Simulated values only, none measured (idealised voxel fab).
voxel ribs on slabs: a process module
Cross-section cut: width 285 nm, square cells of 5 nm.
A cross-section is written here as square cells arranged in a grid, and it is given in bands from the top down, each band taking up one or more rows of cells.
Read a band's entry like this: the first values are the height of its top and the height of its bottom in nm, and what follows is the sequence of materials from left to right, each with its width in nm. Note that "blank" is empty space, and that a single material marked "all across" reaches across the band from edge to edge.
Heights from 0 (as-received wafer is one material below). Bottom band endless downward, as "0 -> down".
Top row gets the first number, bottom row gets the second, and each row in between changes by the same step: that is how a band width like "30..40" works.
Step marked "everything unchanged"? Then no cell in the cross-section changed in it.
"Unvented voids" specifies each empty space that is not open to the top and that occupies no fewer than 8 cells, using the form width x height at distance, the distance measured from the left edge and all three quantities in nm.
The remark found on a step's line after its settings is issued by the simulator itself and pertains to that step.
overlay nm: how far to the right of its planned place the mask lay on this masked step (negative: to the left).

[The following list gives the planned process steps]
- 1: op RECEIVE | material Si
- 2: op DIRECTIONAL_DEP | material SiO2 | thk nm 25
- 3: op DIRECTIONAL_DEP | material polySi | thk nm 25
- 4: op PATTERN | tone cover | mask id RIB | material resist | width nm 30 | thk nm 20 | overlay nm 0
- 5: op DIRECTIONAL_ETCH | etch materials polySi | depth nm 5
- 6: op STRIP | etch materials resist
- 7: op PATTERN | tone cover | mask id SLAB | material resist | width nm 90 | thk nm 15 | overlay nm 0
- 8: op DIRECTIONAL_ETCH | etch materials polySi | depth nm 20
- 9: op STRIP | etch materials resist
- 10: op FILL_DEP | material SiO2 | thk nm 20
- 11: op CMP | height nm 65
- 12: op DIRECTIONAL_DEP | material W | thk nm 10
- 13: op MASKED_ETCH | tone cover | mask id HEATER | width nm 40 | etch materials W | depth nm 10 | overlay nm 0
- 14: op CONFORMAL_DEP | material SiO2 | thk nm 10

[The cross-section here shows the wafer as received, i.e. in its state after step 1]
    0 -> down  Si all across
    Unvented voids: none

[Here's the cross-section of the first of our two wafers at the end of the module - it ran as planned]
    85 -> 75  110 nm blank  60 nm SiO2  115 nm blank
    75 -> 65  120 nm SiO2  40 nm W  125 nm SiO2
    65 -> 50  SiO2 all across
    50 -> 45  125 nm SiO2  30 nm polySi  130 nm SiO2
    45 -> 25  95 nm SiO2  90 nm polySi  100 nm SiO2
    25 -> 0  SiO2 all across
    0 -> down  Si all across
    Unvented voids: none

[Second wafer cross-section at end of module - shared start and plan with the first, one mistake in the run]
    85 -> 75  130 nm SiO2  20 nm blank  135 nm SiO2
    75 -> 65  120 nm W  40 nm SiO2  125 nm W
    65 -> 50  SiO2 all across
    50 -> 45  125 nm SiO2  30 nm polySi  130 nm SiO2
    45 -> 25  95 nm SiO2  90 nm polySi  100 nm SiO2
    25 -> 0  SiO2 all across
    0 -> down  Si all across
    Unvented voids: none
Error vs. plan: in deviation from the planned setting, step 13 was conducted as op MASKED_ETCH | tone open | mask id HEATER | width nm 40 | etch materials W | depth nm 10 | overlay nm 0
It is noted that, at the conclusion of processing, the second wafer exhibits a higher or lower cell count for certain materials relative to the first: 82 more of W
